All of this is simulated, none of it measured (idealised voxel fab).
Process module under the name voxel wiring stack
Shown is cross-section cut, with a width of 190 nm and square cells of size 5 nm.
A cross-section is written here as square cells arranged in a grid, and it is given in bands from the top down, each band taking up one or more rows of cells.
Read a band's entry like this: the first values are the height of its top and the height of its bottom in nm, and what follows is the sequence of materials from left to right, each with its width in nm. Note that "air" is empty space, and that a single material marked "throughout" reaches across the band from edge to edge.
Height reference: 0 = level under which incoming wafer is all one material. Lowest band: no bottom, runs on downward, e.g. "0 down".
A width such as "30..40" changes by the same amount from each row of cells to the next, from the band's top row to its bottom row.
It should be understood that the words "identical to before", when stated for a given step, signify that the cross-section underwent no change in any of its cells during that step.
You'll see "Closed cavities" listing empty spaces that have no way open to the top, as long as they're 8 cells or more; the notation is width x height at distance, where the distance is from the left edge, and all of it is in nm.
Text after the settings on a step's line: the simulator's own remark on that step.
overlay nm: mask right of planned place by this much (step with mask). Neg. = left.

INTENDED PROCESS STEPS
1,RECEIVE, material Si
2,CONFORMAL_DEP, material SiO2, thk nm 10
3,CONFORMAL_DEP, material SiCN, thk nm 5
4,DIRECTIONAL_DEP, material lowk, thk nm 20
5,DIRECTIONAL_DEP, material aC, thk nm 15
6,PATTERN, tone open, mask id METAL_1, material resist, width nm 25, pitch nm 55, thk nm 35, overlay nm 0
7,DIRECTIONAL_ETCH, etch materials aC, depth nm 15
8,STRIP, etch materials resist
9,DIRECTIONAL_ETCH, etch materials lowk, depth nm 20
10,DIRECTIONAL_ETCH, etch materials SiCN, depth nm 5
11,STRIP, etch materials aC
12,CONFORMAL_DEP, material TiN, thk nm 5
13,FILL_DEP, material Cu, thk nm 5
14,CMP, height nm 35
15,CONFORMAL_DEP, material SiCN, thk nm 5
16,DIRECTIONAL_DEP, material lowk, thk nm 10
17,DIRECTIONAL_DEP, material aC, thk nm 10
18,PATTERN, tone open, mask id PLUG_1, material resist, width nm 15, thk nm 30, overlay nm 0
19,DIRECTIONAL_ETCH, etch materials aC, depth nm 10
20,STRIP, etch materials resist
21,DIRECTIONAL_ETCH, etch materials lowk, depth nm 10
22,DIRECTIONAL_ETCH, etch materials SiCN, depth nm 5
23,STRIP, etch materials aC
24,EPI, material Ru, thk nm 10
25,EPI, material Ru, thk nm 5
26,DIRECTIONAL_DEP, material TiN, thk nm 5
27,DIRECTIONAL_DEP, material Ru, thk nm 15
28,DIRECTIONAL_DEP, material aC, thk nm 10
29,PATTERN, tone cover, mask id METAL_2, material resist, width nm 25, pitch nm 55, thk nm 30, overlay nm 0
30,DIRECTIONAL_ETCH, etch materials aC, depth nm 10
31,STRIP, etch materials resist
32,DIRECTIONAL_ETCH, etch materials Ru, depth nm 15
33,DIRECTIONAL_ETCH, etch materials TiN, depth nm 5
34,STRIP, etch materials aC
35,CONFORMAL_DEP, material SiN, thk nm 5
36,FILL_DEP, material SiO2, thk nm 10
37,CMP, height nm 70
38,CONFORMAL_DEP, material SiCN, thk nm 5
39,DIRECTIONAL_DEP, material lowk, thk nm 30
40,DIRECTIONAL_DEP, material aC, thk nm 15
41,PATTERN, tone open, mask id METAL_3, material resist, width nm 25, pitch nm 55, thk nm 35, overlay nm 0
42,DIRECTIONAL_ETCH, etch materials aC, depth nm 15
43,STRIP, etch materials resist
44,DIRECTIONAL_ETCH, etch materials lowk, depth nm 20
45,STRIP, etch materials aC
46,PATTERN, tone open, mask id METAL_3_HOLES, material resist, width nm 15, pitch nm 55, thk nm 15, overlay nm 0
47,DIRECTIONAL_ETCH, etch materials lowk, depth nm 10
48,DIRECTIONAL_ETCH, etch materials SiCN, depth nm 5
49,STRIP, etch materials resist
50,CONFORMAL_DEP, material TiN, thk nm 5
51,FILL_DEP, material Ru, thk nm 5
52,CMP, height nm 105
53,CONFORMAL_DEP, material SiCN, thk nm 5
54,DIRECTIONAL_DEP, material lowk, thk nm 25
55,MASKED_ETCH, tone open, mask id METAL_4_HOLES, width nm 15, pitch nm 55, etch materials lowk, depth nm 25, overlay nm 0
56,DIRECTIONAL_DEP, material aC, thk nm 10
57,PATTERN, tone open, mask id METAL_4, material resist, width nm 25, pitch nm 55, thk nm 30, overlay nm 0
58,DIRECTIONAL_ETCH, etch materials aC, depth nm 10
59,STRIP, etch materials resist
60,DIRECTIONAL_ETCH, etch materials lowk, depth nm 15
61,DIRECTIONAL_ETCH, etch materials SiCN, depth nm 5
62,STRIP, etch materials aC
63,CONFORMAL_DEP, material TiN, thk nm 5
64,FILL_DEP, material Cu, thk nm 10
65,CMP, height nm 135
66,CONFORMAL_DEP, material SiCN, thk nm 5

CROSS-SECTION: WAFER ON ARRIVAL = AFTER STEP 1
> 0 down  Si throughout
> Closed cavities: none

SAME STARTING WAFER, SAME PLAN AS ABOVE, ONE MISTAKE IN THE EXECUTION; THIS IS THE CROSS-SECTION AT THE END OF THE MODULE
> 140 to 135  SiCN throughout
> 135 to 130  SiCN 55 nm; TiN 25 nm; SiCN 30 nm; TiN 25 nm; SiCN 55 nm
> 130 to 105  lowk throughout
> 105 to 90  lowk 55 nm; TiN 5 nm; Ru 15 nm; TiN 5 nm; lowk 30 nm; TiN 5 nm; Ru 15 nm; TiN 5 nm; lowk 55 nm
> 90 to 85  lowk 55 nm; TiN 5 nm; Ru 5 nm; TiN 15 nm; lowk 30 nm; TiN 5 nm; Ru 5 nm; TiN 15 nm; lowk 55 nm
> 85 to 75  lowk 55 nm; TiN 5 nm; Ru 5 nm; TiN 5 nm; lowk 40 nm; TiN 5 nm; Ru 5 nm; TiN 5 nm; lowk 65 nm
> 75 to 70  SiCN 55 nm; TiN 15 nm; SiCN 40 nm; TiN 15 nm; SiCN 65 nm
> 70 to 55  SiO2 50 nm; SiN 5 nm; Ru 25 nm; SiN 5 nm; SiO2 20 nm; SiN 5 nm; Ru 25 nm; SiN 5 nm; SiO2 50 nm
> 55 to 50  SiN 55 nm; TiN 25 nm; SiN 30 nm; TiN 25 nm; SiN 55 nm
> 50 to 40  lowk 55 nm; Ru 15 nm; lowk 120 nm
> 40 to 35  SiCN 55 nm; Ru 15 nm; SiCN 120 nm
> 35 to 15  lowk 55 nm; TiN 5 nm; Cu 15 nm; TiN 5 nm; lowk 30 nm; TiN 5 nm; Cu 15 nm; TiN 5 nm; lowk 55 nm
> 15 to 10  SiCN 55 nm; TiN 25 nm; SiCN 30 nm; TiN 25 nm; SiCN 55 nm
> 10 to 0  SiO2 throughout
> 0 down  Si throughout
> Closed cavities: none
Want to know what went wrong? steps 53 and 54 of the plan were each performed in the slot designated for the other
